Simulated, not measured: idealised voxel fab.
Title: Process Module voxel local oxidation
185 nm wide, 5 nm square cells: that's cross-section cut.
Reading order for cross-sections: top band down to bottom band. Underlying form: a grid of square cells. Band size: one or more rows of cells. It is stipulated that each band's entry specify, in nanometres, the height of the top of the band and then that of its bottom, followed by the materials of the band in left-to-right sequence, each together with its width in nanometres. A single material marked by the word "full width" is understood to fill the band from edge to edge; the word "empty" is understood to denote empty space. Note: height 0 marks the level under which the wafer is uniformly one material as received. Lowest band unbounded below, written "0 nm and below". With a width like "30 to 40", each row of cells in the band differs from the next by the same amount, the top row carrying the first number and the bottom row the second. Step marked "nothing was modified"? Then no cell in the cross-section changed in it. Look at "Enclosed internal voids" for the closed voids: empty spaces with no open path to the top, sized 8 cells or up. Each is width x height at distance, distance from the left edge, all nm. Read whatever lies past the settings on a step's line as the simulator's own remark about the step. On any step carrying a mask, the "overlay nm" setting, if present on the step's line, tells how far right of its planned place the mask lay; negative values point to the left.

[Here's what the planned process steps look like]
| 1 | RECEIVE (material Si) |
| 2 | CONFORMAL_DEP (material SiO2; thk nm 5) |
| 3 | CONFORMAL_DEP (material SiN; thk nm 10) |
| 4 | MASKED_ETCH (tone cover; mask id ACTIVE; width nm 90; etch materials SiN; depth nm 10; overlay nm 0) |
| 5 | SELECTIVE_ETCH (etch materials SiO2; depth nm 5) |
| 6 | OXIDIZE (depth nm 10) |
| 7 | STRIP (etch materials SiN) |

[Cross-section of the incoming wafer, state after step 1]
- 0 nm and below  Si full width
- Enclosed internal voids: none

[Figure: cross-sectional view of the wafer upon completion of the module, processed from the initial state and according to the plan depicted above, with one error introduced during execution]
- 5 nm to 0 nm  empty (45) | SiO2 (90) | empty (50)
- 0 nm to -10 nm  SiO2 (55) | Si (70) | SiO2 (60)
- -10 nm and below  Si full width
- Enclosed internal voids: none
Here's what went sideways: planned and actual differ for step 4; actual: MASKED_ETCH (tone cover; mask id ACTIVE; width nm 100; etch materials SiN; depth nm 10; overlay nm 0)
